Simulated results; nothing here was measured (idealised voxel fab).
process module | voxel transistor to metal
cross-section cut | 215 nm wide | cells 5 nm
A cross-section is a grid of square cells, given in bands from the top down. A band is one or more rows of cells.
Each band's line starts with the height of the band's top and of its bottom, in nm. Then come its materials from left to right, each with its width in nm. One material with "throughout" fills the band from edge to edge. "air" is empty space.
Height 0 is the level under which the wafer as received is all one material. The lowest band goes on downwards, as in "0 down".
A width such as "30 to 40" changes by the same amount from each row of cells to the next, from the band's top row to its bottom row.
"no change" after a step means that no cell of the cross-section changed.
closed voids: empty space of 8 cells or more with no open way to the top, each as width x height at its distance from the left edge, in nm
after a step's settings: what the simulator itself notes on the step
overlay nm, on a step with a mask: how far to the right of its planned place the mask lay; to the left if negative
plan
1 op RECEIVE | material Si
2 op OXIDIZE | depth nm 5
3 op CONFORMAL_DEP | material SiN | thk nm 10
4 op DIRECTIONAL_DEP | material aC | thk nm 10
5 op PATTERN | tone cover | mask id ACTIVE | material resist | width nm 110 | thk nm 25 | overlay nm 0
6 op DIRECTIONAL_ETCH | etch materials aC | depth nm 10
7 op STRIP | etch materials resist
8 op DIRECTIONAL_ETCH | etch materials SiN | depth nm 10
9 op DIRECTIONAL_ETCH | etch materials SiO2 | depth nm 5
10 op DIRECTIONAL_ETCH | etch materials Si | depth nm 35
11 op STRIP | etch materials aC
12 op OXIDIZE | depth nm 5
13 op FILL_DEP | material SiO2 | thk nm 10
14 op CMP | height nm 10
15 op SELECTIVE_ETCH | etch materials SiO2 | depth nm 10
16 op STRIP | etch materials SiN
17 op SELECTIVE_ETCH | etch materials SiO2 | depth nm 5
18 op OXIDIZE | depth nm 5
19 op DIRECTIONAL_DEP | material polySi | thk nm 25
20 op DIRECTIONAL_DEP | material SiCN | thk nm 10
21 op MASKED_ETCH | tone cover | mask id GATE | width nm 30 | etch materials SiCN | depth nm 20 | overlay nm 0
22 op MASKED_ETCH | tone cover | mask id GATE | width nm 30 | etch materials polySi | depth nm 35 | overlay nm 0
23 op CONFORMAL_DEP | material SiO2 | thk nm 5
24 op DIRECTIONAL_ETCH | etch materials SiO2 | depth nm 5
25 op CONFORMAL_DEP | material SiN | thk nm 5
26 op DIRECTIONAL_ETCH | etch materials SiN | depth nm 5
27 op DIRECTIONAL_ETCH | etch materials SiO2 | depth nm 5
28 op DIRECTIONAL_ETCH | etch materials Si | depth nm 15
29 op EPI | material SiGe | thk nm 20
30 op FILL_DEP | material SiO2 | thk nm 5
31 op CMP | height nm 20
32 op STRIP | etch materials polySi
33 op SELECTIVE_ETCH | etch materials SiO2 | depth nm 5
34 op CONFORMAL_DEP | material HfO2 | thk nm 5
35 op CONFORMAL_DEP | material TiN | thk nm 5
36 op FILL_DEP | material W | thk nm 10
37 op CMP | height nm 15
38 op DIRECTIONAL_DEP | material SiO2 | thk nm 10
39 op PATTERN | tone open | mask id CONTACT | material resist | width nm 15 | pitch nm 75 | thk nm 15 | overlay nm 0
40 op DIRECTIONAL_ETCH | etch materials SiO2 | depth nm 15
41 op STRIP | etch materials resist
42 op CONFORMAL_DEP | material TiN | thk nm 5
43 op FILL_DEP | material W | thk nm 10
44 op CMP | height nm 25
45 op CONFORMAL_DEP | material SiCN | thk nm 5
46 op DIRECTIONAL_DEP | material lowk | thk nm 25
47 op MASKED_ETCH | tone open | mask id METAL_1 | width nm 15 | pitch nm 75 | etch materials lowk | depth nm 25 | overlay nm 0
48 op MASKED_ETCH | tone open | mask id METAL_1 | width nm 15 | pitch nm 75 | etch materials SiCN | depth nm 5 | overlay nm 0
49 op CONFORMAL_DEP | material TiN | thk nm 5
50 op FILL_DEP | material W | thk nm 10
51 op CMP | height nm 55
52 op CONFORMAL_DEP | material SiCN | thk nm 5
varied across the wafers: width nm of step 47. The plan shows the first wafer's value. All wafers start alike
first wafer as received, after step 1
  0 down: Si throughout
  closed voids: none
first wafer at the end, after step 52
  60 to 55: SiCN throughout
  55 to 30: lowk 60 | TiN 5 | W 5 | TiN 5 | lowk 60 | TiN 5 | W 5 | TiN 5 | lowk 65
  30 to 25: SiCN 60 | TiN 15 | SiCN 60 | TiN 15 | SiCN 65
  25 to 15: SiO2 60 | TiN 5 | W 5 | TiN 5 | SiO2 60 | TiN 5 | W 5 | TiN 5 | SiO2 65
  15 to 10: SiO2 60 | TiN 15 | SiO2 5 | SiN 5 | HfO2 5 | TiN 5 | W 20 | TiN 5 | HfO2 5 | SiN 5 | SiO2 5 | TiN 15 | SiO2 65
  10 to 0: SiO2 60 | SiGe 20 | SiN 5 | HfO2 5 | TiN 5 | W 20 | TiN 5 | HfO2 5 | SiN 5 | SiGe 20 | SiO2 65
  0 to -5: SiO2 60 | SiGe 20 | SiN 5 | HfO2 5 | TiN 30 | HfO2 5 | SiN 5 | SiGe 20 | SiO2 65
  -5 to -10: SiO2 50 | SiGe 30 | SiO2 5 | HfO2 40 | SiO2 5 | SiGe 30 | SiO2 55
  -10 to -25: SiO2 55 | SiGe 25 | Si 50 | SiGe 25 | SiO2 60
  -25 to -45: SiO2 55 | Si 100 | SiO2 60
  -45 down: Si throughout
  closed voids: none
last wafer at the end
  60 to 55: SiCN throughout
  55 to 35: lowk 55 | TiN 5 | W 20 | TiN 5 | lowk 45 | TiN 5 | W 20 | TiN 5 | lowk 55
  35 to 30: lowk 55 | TiN 10 | W 5 | TiN 15 | lowk 45 | TiN 10 | W 5 | TiN 15 | lowk 55
  30 to 25: SiCN 60 | TiN 15 | SiCN 60 | TiN 15 | SiCN 65
  25 to 15: SiO2 60 | TiN 5 | W 5 | TiN 5 | SiO2 60 | TiN 5 | W 5 | TiN 5 | SiO2 65
  15 to 10: SiO2 60 | TiN 15 | SiO2 5 | SiN 5 | HfO2 5 | TiN 5 | W 20 | TiN 5 | HfO2 5 | SiN 5 | SiO2 5 | TiN 15 | SiO2 65
  10 to 0: SiO2 60 | SiGe 20 | SiN 5 | HfO2 5 | TiN 5 | W 20 | TiN 5 | HfO2 5 | SiN 5 | SiGe 20 | SiO2 65
  0 to -5: SiO2 60 | SiGe 20 | SiN 5 | HfO2 5 | TiN 30 | HfO2 5 | SiN 5 | SiGe 20 | SiO2 65
  -5 to -10: SiO2 50 | SiGe 30 | SiO2 5 | HfO2 40 | SiO2 5 | SiGe 30 | SiO2 55
  -10 to -25: SiO2 55 | SiGe 25 | Si 50 | SiGe 25 | SiO2 60
  -25 to -45: SiO2 55 | Si 100 | SiO2 60
  -45 down: Si throughout
  closed voids: none
each wafer at the end: cells of each material gained (+) or lost (-) since it was received, then its closed voids
width nm 15 | +16 HfO2 | -277 Si | +80 SiCN | +66 SiGe | +8 SiN | +360 SiO2 | +52 TiN | +26 W | +185 lowk | closed voids: none
width nm 20 | +16 HfO2 | -277 Si | +80 SiCN | +66 SiGe | +8 SiN | +360 SiO2 | +54 TiN | +34 W | +175 lowk | closed voids: none
width nm 25 | +16 HfO2 | -277 Si | +80 SiCN | +66 SiGe | +8 SiN | +360 SiO2 | +56 TiN | +42 W | +165 lowk | closed voids: none
width nm 30 | +16 HfO2 | -277 Si | +80 SiCN | +66 SiGe | +8 SiN | +360 SiO2 | +58 TiN | +50 W | +155 lowk | closed voids: none
